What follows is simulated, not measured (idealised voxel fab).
The name of this process module is voxel self aligned vias.
This is section cut - it's 250 nm across, gridded in 5 nm square cells.
In this document a cross-section is written as a grid of square cells. It is given as a series of bands, listed from the top down, and a band is one or more rows of cells. In this notation a band is specified by the heights of its top and bottom, in that order and in nm, after which its materials appear from left to right, each paired with its width in nm. The word "throughout" attached to a single material means that material fills the band from edge to edge; the word "empty" stands for empty space. It should be noted that heights are counted from 0, beneath which the wafer as supplied is of one material throughout, and that the lowest band possesses no lower boundary but continues downward, as written in "0 down". Width: "30..40" (first number = top row, second number = bottom row, same change from row to row of cells). A step reported as "nothing was modified" is a step in which no cell of the cross-section changed. Empty spaces without an open route to the top, at least 8 cells in extent, make up the entry "Sealed cavities"; each is given as width x height at distance, where the distance is measured from the left edge, and all are in nm. Formally, on a step line, whatever follows the settings is a remark that the simulator itself makes on the step. A step's line can hold "overlay nm"; with a mask on that step, the setting says how far right of the planned place the mask lay, while a negative setting says it lay to the left.
Steps in the process plan:
1. op RECEIVE | material Si
2. op CONFORMAL_DEP | material SiO2 | thk nm 15
3. op CONFORMAL_DEP | material SiCN | thk nm 5
4. op DIRECTIONAL_DEP | material lowk | thk nm 25
5. op PATTERN | tone open | mask id LINES | material resist | width nm 20 | pitch nm 55 | thk nm 20 | overlay nm 0
6. op DIRECTIONAL_ETCH | etch materials lowk | depth nm 25
7. op STRIP | etch materials resist
8. op CONFORMAL_DEP | material TiN | thk nm 5
9. op FILL_DEP | material W | thk nm 5
10. op CMP | height nm 45
11. op SELECTIVE_ETCH | etch materials W Ru TiN | depth nm 5
12. op FILL_DEP | material SiN | thk nm 10
13. op CMP | height nm 45
14. op DIRECTIONAL_DEP | material lowk | thk nm 20
15. op DIRECTIONAL_DEP | material aC | thk nm 10
16. op PATTERN | tone open | mask id VIAS | material resist | width nm 40 | pitch nm 55 | thk nm 25 | overlay nm 0
17. op DIRECTIONAL_ETCH | etch materials aC | depth nm 10
18. op STRIP | etch materials resist
19. op DIRECTIONAL_ETCH | etch materials lowk | depth nm 20
20. op DIRECTIONAL_ETCH | etch materials SiN | depth nm 5
21. op STRIP | etch materials aC
22. op CONFORMAL_DEP | material TiN | thk nm 5
23. op FILL_DEP | material Ru | thk nm 10
24. op CMP | height nm 65
25. op CONFORMAL_DEP | material SiCN | thk nm 5
as received, after step 1:
* 0 down  Si throughout
* Sealed cavities: none
The first of the two wafers as seen in cross-section once the module was finished; processing followed the plan:
* 70 to 65  SiCN throughout
* 65 to 50  lowk: 50 / TiN: 5 / Ru: 30 / TiN: 5 / lowk: 15 / TiN: 5 / Ru: 30 / TiN: 5 / lowk: 15 / TiN: 5 / Ru: 30 / TiN: 5 / lowk: 50
* 50 to 45  lowk: 50 / TiN: 15 / Ru: 10 / TiN: 15 / lowk: 15 / TiN: 15 / Ru: 10 / TiN: 15 / lowk: 15 / TiN: 15 / Ru: 10 / TiN: 15 / lowk: 50
* 45 to 40  lowk: 60 / TiN: 20 / lowk: 35 / TiN: 20 / lowk: 35 / TiN: 20 / lowk: 60
* 40 to 25  lowk: 60 / TiN: 5 / W: 10 / TiN: 5 / lowk: 35 / TiN: 5 / W: 10 / TiN: 5 / lowk: 35 / TiN: 5 / W: 10 / TiN: 5 / lowk: 60
* 25 to 20  lowk: 60 / TiN: 20 / lowk: 35 / TiN: 20 / lowk: 35 / TiN: 20 / lowk: 60
* 20 to 15  SiCN throughout
* 15 to 0  SiO2 throughout
* 0 down  Si throughout
* Sealed cavities: none
This cross-section belongs to the second wafer of two at the end of the module; the start and the plan were shared with the first, and the run included one mistake:
* 70 to 65  SiCN throughout
* 65 to 50  lowk: 50 / TiN: 5 / aC: 30 / TiN: 5 / lowk: 15 / TiN: 5 / aC: 30 / TiN: 5 / lowk: 15 / TiN: 5 / aC: 30 / TiN: 5 / lowk: 50
* 50 to 45  lowk: 50 / TiN: 15 / aC: 10 / TiN: 15 / lowk: 15 / TiN: 15 / aC: 10 / TiN: 15 / lowk: 15 / TiN: 15 / aC: 10 / TiN: 15 / lowk: 50
* 45 to 40  lowk: 60 / TiN: 20 / lowk: 35 / TiN: 20 / lowk: 35 / TiN: 20 / lowk: 60
* 40 to 25  lowk: 60 / TiN: 5 / W: 10 / TiN: 5 / lowk: 35 / TiN: 5 / W: 10 / TiN: 5 / lowk: 35 / TiN: 5 / W: 10 / TiN: 5 / lowk: 60
* 25 to 20  lowk: 60 / TiN: 20 / lowk: 35 / TiN: 20 / lowk: 35 / TiN: 20 / lowk: 60
* 20 to 15  SiCN throughout
* 15 to 0  SiO2 throughout
* 0 down  Si throughout
* Sealed cavities: none
Error vs. plan: so step 23 ended up running with a different setting than we planned, it ran as op FILL_DEP | material aC | thk nm 10
Count the cells at the end and the second wafer has more or fewer of some materials than the first: 60 fewer of Ru; 60 more of aC
